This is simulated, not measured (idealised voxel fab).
Title: Process Module voxel double patterning
FYI the section here is cut, 265 nm wide, cells are 5 nm squares.
Cross-section format: a grid of square cells, given as bands from top to bottom; each band is one or more rows of cells.
Look at the band entry: it leads with the top's height and the bottom's height in nm. Then it lists the materials left to right, with a width in nm for each. The word "full width" on a single material says that material fills the band edge to edge. The word "blank" is empty space.
It should be noted that heights are counted from 0, beneath which the wafer as supplied is of one material throughout, and that the lowest band possesses no lower boundary but continues downward, as written in "0 nm and below".
Width: "30..40" (first number = top row, second number = bottom row, same change from row to row of cells).
Any step labelled "no alteration" changed none of the cells in the cross-section.
Look at "Catalogued sealed voids" for the closed voids: empty spaces with no open path to the top, sized 8 cells or up. Each is width x height at distance, distance from the left edge, all nm.
It should be noted that, on the line of a given step, the content following the step's settings is a remark produced by the simulator itself with respect to that step.
The setting "overlay nm" may be written on the line of a step. When the step uses a mask, the value reports how far to the right of the planned place the mask lay, and a negative value reports that it lay to the left.

### plan
1: RECEIVE,material Si
2: CONFORMAL_DEP,material SiO2,thk nm 5
3: DIRECTIONAL_DEP,material TiN,thk nm 15
4: DIRECTIONAL_DEP,material SiN,thk nm 5
5: MASKED_ETCH,tone open,mask id FIRST,width nm 15,pitch nm 50,etch materials SiN,depth nm 5,overlay nm 0
6: PATTERN,tone open,mask id SECOND,material resist,width nm 15,pitch nm 50,thk nm 15,overlay nm 0
7: DIRECTIONAL_ETCH,etch materials SiN,depth nm 5
8: STRIP,etch materials resist
9: DIRECTIONAL_ETCH,etch materials TiN,depth nm 15
10: STRIP,etch materials SiN

### Concerning the first of two wafers, which was run in accordance with the plan

### Cross-section: wafer on arrival = after step 1
- 0 nm and below = Si full width
- Catalogued sealed voids: none

### The wafer, seen in cross-section, after step 2
- 5 nm to 0 nm = SiO2 full width
- Heights below 0 show no change.

### The wafer, seen in cross-section, after step 3
- 20 nm to 5 nm = TiN full width
- Heights below 5 show no change.

### The wafer, seen in cross-section, after step 4
- 25 nm to 20 nm = SiN full width
- Heights below 20 show no change.

### The wafer, seen in cross-section, after step 5
- 25 nm to 20 nm = SiN (75)  blank (15)  SiN (35)  blank (15)  SiN (35)  blank (15)  SiN (75)
- Heights below 20 show no change.

### The wafer, seen in cross-section, after step 6
- 40 nm to 25 nm = resist (100)  blank (15)  resist (35)  blank (15)  resist (100)
- 25 nm to 20 nm = SiN (75)  resist (15)  SiN (35)  resist (15)  SiN (35)  resist (15)  SiN (75)
- Heights below 20 show no change.

### The wafer, seen in cross-section, after step 7
- 40 nm to 25 nm = resist (100)  blank (15)  resist (35)  blank (15)  resist (100)
- 25 nm to 20 nm = SiN (75)  resist (15)  SiN (10)  blank (15)  SiN (10)  resist (15)  SiN (10)  blank (15)  SiN (10)  resist (15)  SiN (75)
- Heights below 20 show no change.

### The wafer, seen in cross-section, after step 8
- 25 nm to 20 nm = SiN (75)  blank (15)  SiN (10)  blank (15)  SiN (10)  blank (15)  SiN (10)  blank (15)  SiN (10)  blank (15)  SiN (75)
- Heights below 20 show no change.

### The wafer, seen in cross-section, after step 9
- 25 nm to 20 nm = SiN (75)  blank (15)  SiN (10)  blank (15)  SiN (10)  blank (15)  SiN (10)  blank (15)  SiN (10)  blank (15)  SiN (75)
- 20 nm to 5 nm = TiN (75)  blank (15)  TiN (10)  blank (15)  TiN (10)  blank (15)  TiN (10)  blank (15)  TiN (10)  blank (15)  TiN (75)
- Heights below 5 show no change.

### The wafer, seen in cross-section, after step 10
- 20 nm to 5 nm = TiN (75)  blank (15)  TiN (10)  blank (15)  TiN (10)  blank (15)  TiN (10)  blank (15)  TiN (10)  blank (15)  TiN (75)
- Heights below 5 show no change.

### Second of two: same start, same plan, one run error; steps up to and including 2 match the first

### Look at the second wafer in cross-section at the time step 3 ought to have finished
- 35 nm to 5 nm = TiN full width
- Heights below 5 show no change.

### Look at the second wafer in cross-section at the time step 4 ought to have finished
- 40 nm to 35 nm = SiN full width
- Heights below 35 show no change.

### Look at the second wafer in cross-section at the time step 5 ought to have finished
- 40 nm to 35 nm = SiN (75)  blank (15)  SiN (35)  blank (15)  SiN (35)  blank (15)  SiN (75)
- Heights below 35 show no change.

### Look at the second wafer in cross-section at the time step 6 ought to have finished
- 55 nm to 40 nm = resist (100)  blank (15)  resist (35)  blank (15)  resist (100)
- 40 nm to 35 nm = SiN (75)  resist (15)  SiN (35)  resist (15)  SiN (35)  resist (15)  SiN (75)
- Heights below 35 show no change.

### Look at the second wafer in cross-section at the time step 7 ought to have finished
- 55 nm to 40 nm = resist (100)  blank (15)  resist (35)  blank (15)  resist (100)
- 40 nm to 35 nm = SiN (75)  resist (15)  SiN (10)  blank (15)  SiN (10)  resist (15)  SiN (10)  blank (15)  SiN (10)  resist (15)  SiN (75)
- Heights below 35 show no change.

### Look at the second wafer in cross-section at the time step 8 ought to have finished
- 40 nm to 35 nm = SiN (75)  blank (15)  SiN (10)  blank (15)  SiN (10)  blank (15)  SiN (10)  blank (15)  SiN (10)  blank (15)  SiN (75)
- Heights below 35 show no change.

### Look at the second wafer in cross-section at the time step 9 ought to have finished
- 40 nm to 35 nm = SiN (75)  blank (15)  SiN (10)  blank (15)  SiN (10)  blank (15)  SiN (10)  blank (15)  SiN (10)  blank (15)  SiN (75)
- 35 nm to 20 nm = TiN (75)  blank (15)  TiN (10)  blank (15)  TiN (10)  blank (15)  TiN (10)  blank (15)  TiN (10)  blank (15)  TiN (75)
- Heights below 20 show no change.

### Look at the second wafer in cross-section at the time step 10 ought to have finished
- 35 nm to 20 nm = TiN (75)  blank (15)  TiN (10)  blank (15)  TiN (10)  blank (15)  TiN (10)  blank (15)  TiN (10)  blank (15)  TiN (75)
- Heights below 20 show no change.
Error vs. plan: step 3 of the plan was performed twice
Heads up, by the end the second wafer has more or fewer cells of some materials compared to the first: +159 TiN
